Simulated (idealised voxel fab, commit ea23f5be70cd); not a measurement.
voxel capacitor over wiring: a process module
In the cross-section labelled cut, the width is 275 nm and each square cell is 5 nm.
Each cross-section below is a grid of square cells, stated as bands in top-down order, with one or more rows of cells making up each band.
Look at the band entry: it leads with the top's height and the bottom's height in nm. Then it lists the materials left to right, with a width in nm for each. The word "everywhere" on a single material says that material fills the band edge to edge. The word "empty" is empty space.
Heights are reckoned from 0. Under this level, the received wafer is all of one material. The bottommost band is open-ended downward, for example "from 0 down".
Graded width ("30 to 40"): value in top row of band = first number; value in bottom row = second number; row-to-row change constant.
Step marked "remained the same"? Then no cell in the cross-section changed in it.
Empty spaces counting at least 8 cells and having no open way to the top are listed in "Enclosed void list". The notation width x height at distance is used for each, the distance being from the left edge and all three values in nm.
Formally, on a step line, whatever follows the settings is a remark that the simulator itself makes on the step.
overlay nm: for a step with a mask, the amount by which the mask lay right of where it was planned; a negative amount means left of it.

**These are the steps we planned for the process**
1) RECEIVE: material Si
2) CONFORMAL_DEP: material SiO2, thk nm 10
3) CONFORMAL_DEP: material SiCN, thk nm 5
4) DIRECTIONAL_DEP: material lowk, thk nm 20
5) DIRECTIONAL_DEP: material aC, thk nm 15
6) PATTERN: tone open, mask id METAL_1, material resist, width nm 20, pitch nm 75, thk nm 30, overlay nm 0
7) DIRECTIONAL_ETCH: etch materials aC, depth nm 15
8) STRIP: etch materials resist
9) DIRECTIONAL_ETCH: etch materials lowk, depth nm 20
10) DIRECTIONAL_ETCH: etch materials SiCN, depth nm 5
11) STRIP: etch materials aC
12) CONFORMAL_DEP: material TiN, thk nm 5
13) FILL_DEP: material Cu, thk nm 10
14) CMP: height nm 35
15) CONFORMAL_DEP: material SiCN, thk nm 5
16) DIRECTIONAL_DEP: material SiO2, thk nm 10
17) DIRECTIONAL_DEP: material aC, thk nm 10
18) PATTERN: tone open, mask id PLUG_1, material resist, width nm 15, thk nm 25, overlay nm 0
19) DIRECTIONAL_ETCH: etch materials aC, depth nm 10
20) STRIP: etch materials resist
21) DIRECTIONAL_ETCH: etch materials SiO2, depth nm 10
22) DIRECTIONAL_ETCH: etch materials SiCN, depth nm 5
23) STRIP: etch materials aC
24) EPI: material Ru, thk nm 10
25) EPI: material Ru, thk nm 5
26) DIRECTIONAL_DEP: material TiN, thk nm 10
27) DIRECTIONAL_DEP: material SiN, thk nm 5
28) DIRECTIONAL_DEP: material TiN, thk nm 5
29) PATTERN: tone cover, mask id UPPER_PLATE, material resist, width nm 60, thk nm 20, overlay nm 0
30) DIRECTIONAL_ETCH: etch materials TiN, depth nm 5
31) DIRECTIONAL_ETCH: etch materials SiN, depth nm 5
32) STRIP: etch materials resist
33) MASKED_ETCH: tone cover, mask id LOWER_PLATE, width nm 70, etch materials TiN, depth nm 10, overlay nm 0
34) FILL_DEP: material SiO2, thk nm 15
35) CMP: height nm 80
36) MASKED_ETCH: tone open, mask id PLUG_2, width nm 15, etch materials SiO2, depth nm 10, overlay nm 0
37) CONFORMAL_DEP: material TiN, thk nm 5
38) FILL_DEP: material W, thk nm 10
39) CMP: height nm 80
40) CONFORMAL_DEP: material SiCN, thk nm 5

**So this is the incoming wafer in cross-section - it's already been through step 1**
from 0 down | Si everywhere
Enclosed void list: none

**a wafer at the end: this start, this plan, one mistake**
from 85 to 80 | SiCN everywhere
from 80 to 75 | SiO2 (95)  TiN (25)  SiO2 (155)
from 75 to 70 | SiO2 (95)  SiN (25)  SiO2 (155)
from 70 to 65 | SiO2 (90)  TiN (65)  SiO2 (120)
from 65 to 60 | SiO2 (90)  TiN (30)  SiN (35)  SiO2 (120)
from 60 to 50 | SiO2 (85)  Ru (35)  TiN (40)  SiO2 (115)
from 50 to 40 | SiO2 (95)  Ru (15)  SiO2 (165)
from 40 to 35 | SiCN (95)  Ru (15)  SiCN (165)
from 35 to 15 | lowk (90)  TiN (5)  Cu (10)  TiN (5)  lowk (55)  TiN (5)  Cu (10)  TiN (5)  lowk (90)
from 15 to 10 | SiCN (90)  TiN (20)  SiCN (55)  TiN (20)  SiCN (90)
from 10 to 0 | SiO2 everywhere
from 0 down | Si everywhere
Enclosed void list: none
Short version of what went wrong: step 24 of the plan saw execution twice
